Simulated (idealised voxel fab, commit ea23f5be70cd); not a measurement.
The following is a process module called voxel released beams.
Displayed cross-section: cut, width of 145 nm, square cells sized 5 nm.
Format of a cross-section: grid, square cells. Given as bands. Order: top down. Band: one or more rows of cells.
For a band, the entry starts with two heights in nm, that of the top and then that of the bottom, and carries on with the band's materials in order from left to right, each alongside its width in nm; the word "everywhere" beside a single material means it fills the band edge to edge, and "blank" means empty space.
Heights are reckoned from 0. Under this level, the received wafer is all of one material. The bottommost band is open-ended downward, for example "top 0, no bottom".
A width such as "30 to 40" changes by the same amount from each row of cells to the next, from the band's top row to its bottom row.
Where the words "no alterations made" appear for a step, the cross-section shows no cell changed by that step; every cell remained as before.
"Sealed internal cavities" means: voids of 8 cells or more that are shut off from the top with no open way through. Written width x height at distance, distance from the left edge, in nm.
Past the settings on a step's line: simulator remark, on that step.
Among the settings permitted on a step's line is "overlay nm"; applied to a step with a mask, it specifies the extent to which the mask lay to the right of its planned position, whereas a negative figure signifies a position to the left.
Set out below are the planned steps of the process
- 1: RECEIVE | material Si
- 2: CONFORMAL_DEP | material Al2O3 | thk nm 5
- 3: DIRECTIONAL_DEP | material SiO2 | thk nm 15
- 4: PATTERN | tone open | mask id ANCHOR | material resist | width nm 45 | thk nm 15 | overlay nm 0
- 5: DIRECTIONAL_ETCH | etch materials SiO2 | depth nm 15
- 6: STRIP | etch materials resist
- 7: CONFORMAL_DEP | material W | thk nm 15
- 8: MASKED_ETCH | tone cover | mask id BEAM | width nm 95 | etch materials W | depth nm 15 | overlay nm 0
- 9: STRIP | etch materials SiO2
Step 1 complete: cross-section of the wafer as received
    top 0, no bottom  Si everywhere
    Sealed internal cavities: none
Sectioned view, first of two wafers, at the close of the module, processed as intended in the plan
    top 35, bottom 20  blank 20 nm, W 20 nm, blank 15 nm, W 60 nm, blank 30 nm
    top 20, bottom 5  blank 25 nm, W 45 nm, blank 75 nm
    top 5, bottom 0  Al2O3 everywhere
    top 0, no bottom  Si everywhere
    Sealed internal cavities: none
Second of two wafers, module complete, sectioned: it shares the first wafer's start and plan but was run with one mistake
    top 25, bottom 20  blank 20 nm, W 10 nm, blank 35 nm, W 50 nm, blank 30 nm
    top 20, bottom 10  blank 25 nm, W 5 nm, blank 35 nm, W 5 nm, blank 75 nm
    top 10, bottom 5  blank 25 nm, W 45 nm, blank 75 nm
    top 5, bottom 0  Al2O3 everywhere
    top 0, no bottom  Si everywhere
    Sealed internal cavities: none
Where did the run depart from the plan? planned and actual differ for step 7; actual: CONFORMAL_DEP | material W | thk nm 5
The final cell counts differ between the wafers, with the second having more or fewer of some materials than the first: 50 fewer of W
